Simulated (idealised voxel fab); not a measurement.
process module | voxel tone inversion
cross-section cut | 225 nm wide | cells 5 nm
A cross-section is a grid of square cells, given in bands from the top down. A band is one or more rows of cells.
Each band's line starts with the height of the band's top and of its bottom, in nm. Then come its materials from left to right, each with its width in nm. One material with "throughout" fills the band from edge to edge. "air" is empty space.
Height 0 is the level under which the wafer as received is all one material. The lowest band goes on downwards, as in "0 down".
A width such as "30 to 40" changes by the same amount from each row of cells to the next, from the band's top row to its bottom row.
"no change" after a step means that no cell of the cross-section changed.
closed voids: empty space of 8 cells or more with no open way to the top, each as width x height at its distance from the left edge, in nm
after a step's settings: what the simulator itself notes on the step
overlay nm, on a step with a mask: how far to the right of its planned place the mask lay; to the left if negative
plan
1 op RECEIVE | material Si
2 op CONFORMAL_DEP | material SiCN | thk nm 5
3 op DIRECTIONAL_DEP | material polySi | thk nm 25
4 op PATTERN | tone cover | mask id POSTS | material resist | width nm 25 | pitch nm 50 | thk nm 35 | overlay nm 0
5 op DIRECTIONAL_ETCH | etch materials polySi | depth nm 25
6 op STRIP | etch materials resist
7 op FILL_DEP | material lowk | thk nm 5
8 op CMP | height nm 30
9 op STRIP | etch materials polySi
as received, after step 1
  0 down: Si throughout
  closed voids: none
first wafer at the end, as planned
  30 to 5: lowk 75 | air 25 | lowk 25 | air 25 | lowk 75
  5 to 0: SiCN throughout
  0 down: Si throughout
  closed voids: none
second wafer at the end: like start, like plan, one mistake
  30 to 5: lowk 80 | air 15 | lowk 35 | air 15 | lowk 80
  5 to 0: SiCN throughout
  0 down: Si throughout
  closed voids: none
what went wrong: step 4 ran as: op PATTERN | tone cover | mask id POSTS | material resist | width nm 15 | pitch nm 50 | thk nm 35 | overlay nm 0
at the end the second wafer has, in cells: 20 more of lowk
